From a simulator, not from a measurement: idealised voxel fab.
Process module under the name voxel transistor to metal
Section cut is 265 nm wide and gridded with 5 nm square cells.
A cross-section is written here as square cells arranged in a grid, and it is given in bands from the top down, each band taking up one or more rows of cells.
First you get the band's top height and its bottom height, in nm, and then the materials it's made of, left to right, with each width in nm. If you see a single material with "edge to edge", that one covers the band edge to edge. "empty" is empty space.
Convention: height 0 is the level below which the wafer, as received, is all one material. The lowest band does not terminate at the bottom but continues downward, represented as "z 0 and below".
Per-row width for "30->40": begins at first number (top row of band), ends at second number (bottom row), increment between rows held constant.
Step marked "no modification"? Then no cell in the cross-section changed in it.
So "Voids, fully enclosed" is basically the list of trapped voids: any empty space of 8 cells or more that can't reach the top through an opening. They're written width x height at distance, the distance being from the left edge, and it's all nm.
Whatever follows a step's settings on its line is a remark the simulator itself makes about that step.
The "overlay nm" setting may appear on a step's line; for a step that uses a mask, it gives how far to the right of its planned position the mask lay, and a negative value indicates the left.

# This section lists the process steps that were planned
1,RECEIVE: material Si
2,OXIDIZE: depth nm 5
3,CONFORMAL_DEP: material SiN, thk nm 15
4,PATTERN: tone cover, mask id ACTIVE, material resist, width nm 105, pitch nm 130, thk nm 20, overlay nm 0
5,DIRECTIONAL_ETCH: etch materials SiN, depth nm 15
6,DIRECTIONAL_ETCH: etch materials SiO2, depth nm 5
7,DIRECTIONAL_ETCH: etch materials Si, depth nm 25
8,STRIP: etch materials resist
9,OXIDIZE: depth nm 5
10,FILL_DEP: material SiO2, thk nm 15
11,CMP: height nm 15
12,SELECTIVE_ETCH: etch materials SiO2, depth nm 10
13,STRIP: etch materials SiN
14,SELECTIVE_ETCH: etch materials SiO2, depth nm 5
15,OXIDIZE: depth nm 5
16,DIRECTIONAL_DEP: material polySi, thk nm 25
17,DIRECTIONAL_DEP: material SiCN, thk nm 10
18,MASKED_ETCH: tone cover, mask id GATE, width nm 25, pitch nm 130, etch materials SiCN, depth nm 20, overlay nm 0
19,MASKED_ETCH: tone cover, mask id GATE, width nm 25, pitch nm 130, etch materials polySi, depth nm 35, overlay nm 0
20,CONFORMAL_DEP: material SiN, thk nm 5
21,DIRECTIONAL_ETCH: etch materials SiN, depth nm 5
22,DIRECTIONAL_ETCH: etch materials SiO2, depth nm 5
23,EPI: material nSi, thk nm 5
24,FILL_DEP: material SiO2, thk nm 5
25,CMP: height nm 30
26,DIRECTIONAL_DEP: material SiO2, thk nm 10
27,MASKED_ETCH: tone open, mask id CONTACT, width nm 15, etch materials SiO2, depth nm 45, overlay nm 0
28,CONFORMAL_DEP: material TiN, thk nm 5
29,FILL_DEP: material Ru, thk nm 10
30,CMP: height nm 40
31,CONFORMAL_DEP: material SiN, thk nm 5
32,DIRECTIONAL_DEP: material SiO2, thk nm 25
33,MASKED_ETCH: tone open, mask id METAL_1, width nm 15, etch materials SiO2, depth nm 25, overlay nm 0
34,MASKED_ETCH: tone open, mask id METAL_1, width nm 15, etch materials SiN, depth nm 5, overlay nm 0
35,CONFORMAL_DEP: material TiN, thk nm 5
36,FILL_DEP: material Ru, thk nm 10
37,CMP: height nm 70
38,EPI: material Ru, thk nm 5
39,FILL_DEP: material SiCN, thk nm 5

# Shown in cross-section is the wafer as received, that is, as it stands after step 1
- z 0 and below = Si edge to edge
- Voids, fully enclosed: none

# Cross-sectional view of the first of the two wafers upon completion of the module, processed in accordance with the plan
- z 80 to 75 = SiCN edge to edge
- z 75 to 70 = SiCN: 20; Ru: 25; SiCN: 45; Ru: 25; SiCN: 35; Ru: 25; SiCN: 45; Ru: 25; SiCN: 20
- z 70 to 45 = SiO2: 25; TiN: 5; Ru: 5; TiN: 5; SiO2: 55; TiN: 5; Ru: 5; TiN: 5; SiO2: 45; TiN: 5; Ru: 5; TiN: 5; SiO2: 55; TiN: 5; Ru: 5; TiN: 5; SiO2: 25
- z 45 to 40 = SiN: 25; TiN: 15; SiN: 55; TiN: 15; SiN: 45; TiN: 15; SiN: 55; TiN: 15; SiN: 25
- z 40 to 30 = SiO2: 25; TiN: 5; Ru: 5; TiN: 5; SiO2: 55; TiN: 5; Ru: 5; TiN: 5; SiO2: 45; TiN: 5; Ru: 5; TiN: 5; SiO2: 55; TiN: 5; Ru: 5; TiN: 5; SiO2: 25
- z 30 to 20 = SiO2: 25; TiN: 5; Ru: 5; TiN: 5; SiO2: 10; SiN: 5; SiCN: 25; SiN: 5; SiO2: 10; TiN: 5; Ru: 5; TiN: 5; SiO2: 45; TiN: 5; Ru: 5; TiN: 5; SiO2: 10; SiN: 5; SiCN: 25; SiN: 5; SiO2: 10; TiN: 5; Ru: 5; TiN: 5; SiO2: 25
- z 20 to 0 = SiO2: 25; TiN: 5; Ru: 5; TiN: 5; SiO2: 10; SiN: 5; polySi: 25; SiN: 5; SiO2: 10; TiN: 5; Ru: 5; TiN: 5; SiO2: 45; TiN: 5; Ru: 5; TiN: 5; SiO2: 10; SiN: 5; polySi: 25; SiN: 5; SiO2: 10; TiN: 5; Ru: 5; TiN: 5; SiO2: 25
- z 0 to -5 = SiO2: 10; SiN: 5; SiO2: 10; TiN: 15; SiO2: 10; SiN: 5; polySi: 25; SiN: 5; SiO2: 10; TiN: 15; SiO2: 10; SiN: 5; SiO2: 15; SiN: 5; SiO2: 10; TiN: 15; SiO2: 10; SiN: 5; polySi: 25; SiN: 5; SiO2: 10; TiN: 15; SiO2: 10; SiN: 5; SiO2: 10
- z -5 to -10 = SiO2: 15; nSi: 35; SiO2: 35; nSi: 35; SiO2: 25; nSi: 35; SiO2: 35; nSi: 35; SiO2: 15
- z -10 to -35 = SiO2: 20; Si: 95; SiO2: 35; Si: 95; SiO2: 20
- z -35 and below = Si edge to edge
- Voids, fully enclosed: none

# Cross-section of the latter of the two wafers at module completion. It had an identical start and an identical plan to the former; in running it, one mistake was made
- z 80 to 75 = SiCN edge to edge
- z 75 to 70 = SiCN: 20; Ru: 25; SiCN: 45; Ru: 25; SiCN: 35; Ru: 25; SiCN: 45; Ru: 25; SiCN: 20
- z 70 to 45 = SiO2: 25; TiN: 5; Ru: 5; TiN: 5; SiO2: 55; TiN: 5; Ru: 5; TiN: 5; SiO2: 45; TiN: 5; Ru: 5; TiN: 5; SiO2: 55; TiN: 5; Ru: 5; TiN: 5; SiO2: 25
- z 45 to 40 = SiN: 25; TiN: 15; SiN: 55; TiN: 15; SiN: 45; TiN: 15; SiN: 55; TiN: 15; SiN: 25
- z 40 to 35 = Ru: 20; TiN: 5; SiO2: 15; TiN: 5; Ru: 45; TiN: 5; SiO2: 15; TiN: 5; Ru: 35; TiN: 5; SiO2: 15; TiN: 5; Ru: 45; TiN: 5; SiO2: 15; TiN: 5; Ru: 20
- z 35 to 30 = Ru: 20; TiN: 5; SiO2: 15; TiN: 55; SiO2: 15; TiN: 5; Ru: 35; TiN: 5; SiO2: 15; TiN: 55; SiO2: 15; TiN: 5; Ru: 20
- z 30 to 20 = Ru: 20; TiN: 5; SiO2: 15; TiN: 10; SiN: 5; SiCN: 25; SiN: 5; TiN: 10; SiO2: 15; TiN: 5; Ru: 35; TiN: 5; SiO2: 15; TiN: 10; SiN: 5; SiCN: 25; SiN: 5; TiN: 10; SiO2: 15; TiN: 5; Ru: 20
- z 20 to 5 = Ru: 20; TiN: 5; SiO2: 15; TiN: 10; SiN: 5; polySi: 25; SiN: 5; TiN: 10; SiO2: 15; TiN: 5; Ru: 35; TiN: 5; SiO2: 15; TiN: 10; SiN: 5; polySi: 25; SiN: 5; TiN: 10; SiO2: 15; TiN: 5; Ru: 20
- z 5 to 0 = Ru: 5; TiN: 20; SiO2: 15; TiN: 10; SiN: 5; polySi: 25; SiN: 5; TiN: 10; SiO2: 15; TiN: 20; Ru: 5; TiN: 20; SiO2: 15; TiN: 10; SiN: 5; polySi: 25; SiN: 5; TiN: 10; SiO2: 15; TiN: 20; Ru: 5
- z 0 to -5 = TiN: 10; SiN: 5; TiN: 10; SiO2: 15; TiN: 10; SiN: 5; polySi: 25; SiN: 5; TiN: 10; SiO2: 15; TiN: 10; SiN: 5; TiN: 15; SiN: 5; TiN: 10; SiO2: 15; TiN: 10; SiN: 5; polySi: 25; SiN: 5; TiN: 10; SiO2: 15; TiN: 10; SiN: 5; TiN: 10
- z -5 to -10 = SiO2: 15; nSi: 35; SiO2: 35; nSi: 35; SiO2: 25; nSi: 35; SiO2: 35; nSi: 35; SiO2: 15
- z -10 to -35 = SiO2: 20; Si: 95; SiO2: 35; Si: 95; SiO2: 20
- z -35 and below = Si edge to edge
- Voids, fully enclosed: none
Finding, execution versus plan: step 27 changed vs plan, executed as MASKED_ETCH: tone cover, mask id CONTACT, width nm 15, etch materials SiO2, depth nm 45, overlay nm 0
Final comparison by cell count, materials where the second wafer has more or fewer than the first: Ru +94; SiO2 -159; TiN +65
